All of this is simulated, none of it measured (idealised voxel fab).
Documented hereafter: the process module known as voxel self aligned vias.
This is section cut - it's 240 nm across, gridded in 5 nm square cells.
Cross-section spec: square-cell grid; bands listed top down; each band is one or more rows. Within each band entry, the heights of the top and of the bottom of the band appear first, in that order and in nm; the materials of the band then follow from left to right, each with its corresponding width in nm. The designation "everywhere" on a single material indicates that it fills the band from edge to edge; the designation "blank" indicates empty space. Heads up on the height convention: 0 is the point under which the incoming wafer is all one material, and the lowest band has no bottom, it just keeps going down, like "top 0, no bottom". The width entry "30..40" should be interpreted row by row: the top row of cells in the band takes the first number, the bottom row takes the second number, and the change between adjacent rows is uniform throughout. No cell of the cross-section changed in a step that is given as "same as before". In the "closed voids" entry, you get each enclosed empty space of 8 cells or more, one with no open way to the top, written width x height at distance, distance from the left edge, in nm. On each step's line, the part that comes after the settings is the simulator's own comment on the step. overlay nm: for a step with a mask, the amount by which the mask lay right of where it was planned; a negative amount means left of it.

Steps planned for the process:
1: RECEIVE: material Si
2: CONFORMAL_DEP: material SiO2, thk nm 15
3: CONFORMAL_DEP: material SiCN, thk nm 5
4: DIRECTIONAL_DEP: material SiO2, thk nm 30
5: DIRECTIONAL_DEP: material aC, thk nm 10
6: PATTERN: tone open, mask id LINES, material resist, width nm 20, pitch nm 50, thk nm 30, overlay nm 0
7: DIRECTIONAL_ETCH: etch materials aC, depth nm 10
8: STRIP: etch materials resist
9: DIRECTIONAL_ETCH: etch materials SiO2, depth nm 30
10: STRIP: etch materials aC
11: CONFORMAL_DEP: material TiN, thk nm 5
12: FILL_DEP: material Ru, thk nm 5
13: CMP: height nm 50
14: SELECTIVE_ETCH: etch materials W Ru TiN, depth nm 5
15: FILL_DEP: material SiN, thk nm 5
16: CMP: height nm 50
17: DIRECTIONAL_DEP: material SiO2, thk nm 20
18: PATTERN: tone open, mask id VIAS, material resist, width nm 30, pitch nm 100, thk nm 20, overlay nm 0
19: DIRECTIONAL_ETCH: etch materials SiO2, depth nm 20
20: DIRECTIONAL_ETCH: etch materials SiN, depth nm 5
21: STRIP: etch materials resist
22: CONFORMAL_DEP: material TiN, thk nm 5
23: FILL_DEP: material Cu, thk nm 5
24: CMP: height nm 70
25: CONFORMAL_DEP: material SiN, thk nm 5

So this is the incoming wafer in cross-section - it's already been through step 1:
* top 0, no bottom: Si everywhere
* closed voids: none

First of two wafers at the end of the module, shown in cross-section; run carried out as planned:
* top 75, bottom 70: SiN everywhere
* top 70, bottom 55: SiO2: 55, TiN: 5, Cu: 20, TiN: 5, SiO2: 70, TiN: 5, Cu: 20, TiN: 5, SiO2: 55
* top 55, bottom 50: SiO2: 55, TiN: 10, Cu: 10, TiN: 10, SiO2: 70, TiN: 10, Cu: 10, TiN: 10, SiO2: 55
* top 50, bottom 45: SiO2: 60, TiN: 20, SiO2: 30, SiN: 20, SiO2: 30, TiN: 20, SiO2: 60
* top 45, bottom 25: SiO2: 60, TiN: 5, Ru: 10, TiN: 5, SiO2: 30, TiN: 5, Ru: 10, TiN: 5, SiO2: 30, TiN: 5, Ru: 10, TiN: 5, SiO2: 60
* top 25, bottom 20: SiO2: 60, TiN: 20, SiO2: 30, TiN: 20, SiO2: 30, TiN: 20, SiO2: 60
* top 20, bottom 15: SiCN everywhere
* top 15, bottom 0: SiO2 everywhere
* top 0, no bottom: Si everywhere
* closed voids: none

The second wafer, shown in cross-section after the module: started the same way as the first and given the same plan, yet one mistake crept into how it was run:
* top 75, bottom 70: SiN everywhere
* top 70, bottom 55: SiO2: 55, TiN: 5, Cu: 20, TiN: 5, SiO2: 70, TiN: 5, Cu: 20, TiN: 5, SiO2: 55
* top 55, bottom 50: SiO2: 55, TiN: 15, Cu: 10, TiN: 5, SiO2: 70, TiN: 15, Cu: 10, TiN: 5, SiO2: 55
* top 50, bottom 45: SiO2: 65, TiN: 20, SiO2: 30, SiN: 20, SiO2: 30, TiN: 20, SiO2: 55
* top 45, bottom 25: SiO2: 65, TiN: 5, Ru: 10, TiN: 5, SiO2: 30, TiN: 5, Ru: 10, TiN: 5, SiO2: 30, TiN: 5, Ru: 10, TiN: 5, SiO2: 55
* top 25, bottom 20: SiO2: 65, TiN: 20, SiO2: 30, TiN: 20, SiO2: 30, TiN: 20, SiO2: 55
* top 20, bottom 15: SiCN everywhere
* top 15, bottom 0: SiO2 everywhere
* top 0, no bottom: Si everywhere
* closed voids: none
Where did the run depart from the plan? contrary to plan, step 6 was performed as PATTERN: tone open, mask id LINES, material resist, width nm 20, pitch nm 50, thk nm 30, overlay nm 5
Tallied in cells, the final second wafer holds each material in the same quantity as the first, although not at the same places.
